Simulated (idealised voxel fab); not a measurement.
process module | voxel self aligned vias
Shown is cross-section cut, with a width of 260 nm and square cells of size 5 nm.
Heads up, the way a cross-section reads in here is a grid of square cells, handed over as bands from the top down, with every band being one or more rows of cells. Basically the band line says how high the top is and how high the bottom is, in nm, and then what's in it from left to right, every material with its width in nm. Empty space shows up as "empty", and if a single material carries "everywhere" it runs the full band edge to edge. The reference from which all heights are counted is 0, the level beneath which the as-received wafer is entirely one material; the lowest band, having no lower bound, proceeds downward and is written after the example "from 0 down". Width: "30..40" (first number = top row, second number = bottom row, same change from row to row of cells). Where the words "nothing altered" appear for a step, the cross-section shows no cell changed by that step; every cell remained as before. For the entry "Trapped void list", the listed items are empty spaces with no open way to the top whose size is 8 cells or more; each item follows the pattern width x height at distance, where distance is from the left edge and all three are in nm. Step line, after settings: the simulator's comment on this step. The setting "overlay nm" may be written on the line of a step. When the step uses a mask, the value reports how far to the right of the planned place the mask lay, and a negative value reports that it lay to the left.
-- Here's what the planned process steps look like
1 RECEIVE (material Si)
2 CONFORMAL_DEP (material SiO2; thk nm 15)
3 CONFORMAL_DEP (material SiCN; thk nm 5)
4 DIRECTIONAL_DEP (material lowk; thk nm 20)
5 PATTERN (tone open; mask id LINES; material resist; width nm 20; pitch nm 60; thk nm 15; overlay nm 0)
6 DIRECTIONAL_ETCH (etch materials lowk; depth nm 20)
7 STRIP (etch materials resist)
8 CONFORMAL_DEP (material TiN; thk nm 5)
9 FILL_DEP (material Ru; thk nm 10)
10 CMP (height nm 40)
11 SELECTIVE_ETCH (etch materials W Ru TiN; depth nm 10)
12 FILL_DEP (material SiN; thk nm 5)
13 CMP (height nm 40)
14 DIRECTIONAL_DEP (material lowk; thk nm 20)
15 MASKED_ETCH (tone open; mask id VIAS; width nm 40; etch materials lowk; depth nm 20; overlay nm 0)
16 MASKED_ETCH (tone open; mask id VIAS; width nm 40; etch materials SiN; depth nm 10; overlay nm 0)
17 CONFORMAL_DEP (material TiN; thk nm 5)
18 FILL_DEP (material Cu; thk nm 10)
19 CMP (height nm 60)
20 CONFORMAL_DEP (material SiCN; thk nm 5)
-- As received (post step 1): cross-section
> from 0 down  Si everywhere
> Trapped void list: none
-- Wafer at module end, in section. Began as above, planned as above, run with one mistake
> from 65 to 60  SiCN everywhere
> from 60 to 45  80 of lowk, then 5 of TiN, then 30 of Cu, then 5 of TiN, then 140 of lowk
> from 45 to 40  80 of lowk, then 40 of TiN, then 140 of lowk
> from 40 to 35  SiCN everywhere
> from 35 to 15  lowk everywhere
> from 15 to 0  SiO2 everywhere
> from 0 down  Si everywhere
> Trapped void list: none
Run error: steps 3 and 4 run out of order (swapped)
